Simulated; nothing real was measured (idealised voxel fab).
Documented hereafter: the process module known as voxel tone inversion.
In the cross-section labelled cut, the width is 290 nm and each square cell is 5 nm.
Think of the cross-section as a grid of square cells. We describe it in bands, top to bottom, and each band covers one or more rows of those cells. Read a band's entry like this: the first values are the height of its top and the height of its bottom in nm, and what follows is the sequence of materials from left to right, each with its width in nm. Note that "empty" is empty space, and that a single material marked "full width" reaches across the band from edge to edge. The level at which height equals 0 is the one under which the wafer, as it arrives, is entirely one material. No lower edge exists for the bottom band, which continues downward and is notated as in "from 0 down". So if you see something like "30..40" for the width, read it as the top row of the band sitting at the first number and the bottom row at the second, with every row in between moving by the same amount as the last. Take "no change" at face value: in the step it is given for, the cross-section changed in none of its cells. Entry "Cavities, closed". Content: empty spaces with no open connection to the top, size 8 cells or greater. Each: width x height at distance. Distance: from left edge. Unit: nm. Text after the settings on a step's line: the simulator's own remark on that step. Steps that use a mask can have "overlay nm" on their line. It says how far the mask sat to the right of where it was meant to be. Negative means to the left.
# Steps in the process plan
1 RECEIVE,material Si
2 CONFORMAL_DEP,material SiCN,thk nm 10
3 DIRECTIONAL_DEP,material aC,thk nm 25
4 PATTERN,tone cover,mask id POSTS,material resist,width nm 20,pitch nm 35,thk nm 30,overlay nm 0
5 DIRECTIONAL_ETCH,etch materials aC,depth nm 25
6 STRIP,etch materials resist
7 FILL_DEP,material SiO2,thk nm 10
8 CMP,height nm 35
9 STRIP,etch materials aC
10 CONFORMAL_DEP,material TiN,thk nm 5
11 FILL_DEP,material Cu,thk nm 5
12 CMP,height nm 35
13 CONFORMAL_DEP,material SiN,thk nm 5
# Incoming wafer in cross-section (state: after step 1)
	from 0 down  Si full width
	Cavities, closed: none
# The following cross-section depicts the wafer upon conclusion of the module. Processing commenced from the starting condition illustrated above and adhered to the plan illustrated above, save for one mistake in execution
	from 40 to 35  SiN full width
	from 35 to 25  SiO2 full width
	from 25 to 0  SiO2=100 / aC=20 / SiO2=15 / aC=20 / SiO2=15 / aC=20 / SiO2=100
	from 0 down  Si full width
	Cavities, closed: none
The mistake made against the process plan was this: plan step 2: skipped, not run
